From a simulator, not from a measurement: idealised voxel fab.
Module name: voxel gate over fins (process module)
The width of the displayed cross-section, cut, is 180 nm; its cells are square, with a size of 5 nm.
In what follows, cross-sections appear as grids of square cells, described through bands that run from the top down, where every band is one or more rows of cells.
First you get the band's top height and its bottom height, in nm, and then the materials it's made of, left to right, with each width in nm. If you see a single material with "throughout", that one covers the band edge to edge. "empty" is empty space.
The reference from which all heights are counted is 0, the level beneath which the as-received wafer is entirely one material; the lowest band, having no lower bound, proceeds downward and is written after the example "from 0 down".
The notation "30..40" denotes a width that varies across the rows of cells in the band, beginning at the first number in the top row, finishing at the second number in the bottom row, and changing by an identical amount from each row to the next.
No cell of the cross-section changed in a step that is given as "nothing altered".
Enclosed voids (no open way to top), threshold 8 cells or more, entry "Fully sealed cavities", notation width x height at distance, distance from left edge, nm.
On each step's line, the part that comes after the settings is the simulator's own comment on the step.
Each step line may optionally specify "overlay nm", which for a step with a mask gives the rightward distance between the mask's planned place and where it lay, a negative value indicating the leftward direction.

# Process steps - plan
1. RECEIVE [material Si]
2. CONFORMAL_DEP [material SiN] [thk nm 5]
3. PATTERN [tone cover] [mask id FINS] [material resist] [width nm 15] [pitch nm 35] [thk nm 15] [overlay nm 0]
4. DIRECTIONAL_ETCH [etch materials SiN] [depth nm 5]
5. DIRECTIONAL_ETCH [etch materials Si] [depth nm 35]
6. STRIP [etch materials resist]
7. FILL_DEP [material SiO2] [thk nm 5]
8. CMP [height nm 5]
9. SELECTIVE_ETCH [etch materials SiO2] [depth nm 15]
10. STRIP [etch materials SiN]
11. CONFORMAL_DEP [material HfO2] [thk nm 5]
12. CONFORMAL_DEP [material TiN] [thk nm 5]
13. FILL_DEP [material W] [thk nm 10]
14. CMP [height nm 15]
15. CONFORMAL_DEP [material SiN] [thk nm 5]

# First of the two wafers, run per plan

# Cross-sectional view of the wafer in its as-received condition, corresponding to the state after step 1
	from 0 down = Si throughout
	Fully sealed cavities: none

# Wafer xsec, post step 2
	from 5 to 0 = SiN throughout
	Heights below 0 show no change.

# Wafer xsec, post step 3
	from 20 to 5 = 45 empty / 15 resist / 20 empty / 15 resist / 20 empty / 15 resist / 50 empty
	Heights below 5 show no change.

# Wafer xsec, post step 4
	from 20 to 5 = 45 empty / 15 resist / 20 empty / 15 resist / 20 empty / 15 resist / 50 empty
	from 5 to 0 = 45 empty / 15 SiN / 20 empty / 15 SiN / 20 empty / 15 SiN / 50 empty
	Heights below 0 show no change.

# Wafer xsec, post step 5
	from 20 to 5 = 45 empty / 15 resist / 20 empty / 15 resist / 20 empty / 15 resist / 50 empty
	from 5 to 0 = 45 empty / 15 SiN / 20 empty / 15 SiN / 20 empty / 15 SiN / 50 empty
	from 0 to -35 = 45 empty / 15 Si / 20 empty / 15 Si / 20 empty / 15 Si / 50 empty
	Heights below -35 show no change.

# Wafer xsec, post step 6
	from 5 to 0 = 45 empty / 15 SiN / 20 empty / 15 SiN / 20 empty / 15 SiN / 50 empty
	Heights below 0 show no change.

# Wafer xsec, post step 7
	from 10 to 5 = SiO2 throughout
	from 5 to 0 = 45 SiO2 / 15 SiN / 20 SiO2 / 15 SiN / 20 SiO2 / 15 SiN / 50 SiO2
	from 0 to -35 = 45 SiO2 / 15 Si / 20 SiO2 / 15 Si / 20 SiO2 / 15 Si / 50 SiO2
	Heights below -35 show no change.

# Wafer xsec, post step 8
	from 5 to 0 = 45 SiO2 / 15 SiN / 20 SiO2 / 15 SiN / 20 SiO2 / 15 SiN / 50 SiO2
	Heights below 0 show no change.

# Wafer xsec, post step 9
	from 5 to 0 = 45 empty / 15 SiN / 20 empty / 15 SiN / 20 empty / 15 SiN / 50 empty
	from 0 to -10 = 45 empty / 15 Si / 20 empty / 15 Si / 20 empty / 15 Si / 50 empty
	Heights below -10 show no change.

# Wafer xsec, post step 10
	from 0 to -10 = 45 empty / 15 Si / 20 empty / 15 Si / 20 empty / 15 Si / 50 empty
	Heights below -10 show no change.

# Wafer xsec, post step 11
	from 5 to 0 = 40 empty / 25 HfO2 / 10 empty / 25 HfO2 / 10 empty / 25 HfO2 / 45 empty
	from 0 to -5 = 40 empty / 5 HfO2 / 15 Si / 5 HfO2 / 10 empty / 5 HfO2 / 15 Si / 5 HfO2 / 10 empty / 5 HfO2 / 15 Si / 5 HfO2 / 45 empty
	from -5 to -10 = 45 HfO2 / 15 Si / 20 HfO2 / 15 Si / 20 HfO2 / 15 Si / 50 HfO2
	Heights below -10 show no change.

# Wafer xsec, post step 12
	from 10 to 5 = 35 empty / 105 TiN / 40 empty
	from 5 to 0 = 35 empty / 5 TiN / 25 HfO2 / 10 TiN / 25 HfO2 / 10 TiN / 25 HfO2 / 5 TiN / 40 empty
	from 0 to -5 = 40 TiN / 5 HfO2 / 15 Si / 5 HfO2 / 10 TiN / 5 HfO2 / 15 Si / 5 HfO2 / 10 TiN / 5 HfO2 / 15 Si / 5 HfO2 / 45 TiN
	Heights below -5 show no change.

# Wafer xsec, post step 13
	from 20 to 10 = W throughout
	from 10 to 5 = 35 W / 105 TiN / 40 W
	from 5 to 0 = 35 W / 5 TiN / 25 HfO2 / 10 TiN / 25 HfO2 / 10 TiN / 25 HfO2 / 5 TiN / 40 W
	Heights below 0 show no change.

# Wafer xsec, post step 14
	from 15 to 10 = W throughout
	Heights below 10 show no change.

# Wafer xsec, post step 15
	from 20 to 15 = SiN throughout
	Heights below 15 show no change.

# second wafer: like start, like plan, one mistake. Through step 10 it matches the first wafer

# At the planned end of step 11, the second wafer in cross-section
	from 5 to 0 = 40 empty / 25 W / 10 empty / 25 W / 10 empty / 25 W / 45 empty
	from 0 to -5 = 40 empty / 5 W / 15 Si / 5 W / 10 empty / 5 W / 15 Si / 5 W / 10 empty / 5 W / 15 Si / 5 W / 45 empty
	from -5 to -10 = 45 W / 15 Si / 20 W / 15 Si / 20 W / 15 Si / 50 W
	Heights below -10 show no change.

# At the planned end of step 12, the second wafer in cross-section
	from 10 to 5 = 35 empty / 105 TiN / 40 empty
	from 5 to 0 = 35 empty / 5 TiN / 25 W / 10 TiN / 25 W / 10 TiN / 25 W / 5 TiN / 40 empty
	from 0 to -5 = 40 TiN / 5 W / 15 Si / 5 W / 10 TiN / 5 W / 15 Si / 5 W / 10 TiN / 5 W / 15 Si / 5 W / 45 TiN
	Heights below -5 show no change.

# At the planned end of step 13, the second wafer in cross-section
	from 20 to 10 = W throughout
	from 10 to 5 = 35 W / 105 TiN / 40 W
	from 5 to 0 = 35 W / 5 TiN / 25 W / 10 TiN / 25 W / 10 TiN / 25 W / 5 TiN / 40 W
	Heights below 0 show no change.

# At the planned end of step 14, the second wafer in cross-section
	from 15 to 10 = W throughout
	Heights below 10 show no change.

# At the planned end of step 15, the second wafer in cross-section
	from 20 to 15 = SiN throughout
	Heights below 15 show no change.
What was done differently from what was planned? step 11 ran differently from the plan; actual operation with settings: CONFORMAL_DEP [material W] [thk nm 5]
End check, counted in cells, second wafer has more or fewer of these materials than the first: -48 HfO2 | +48 W
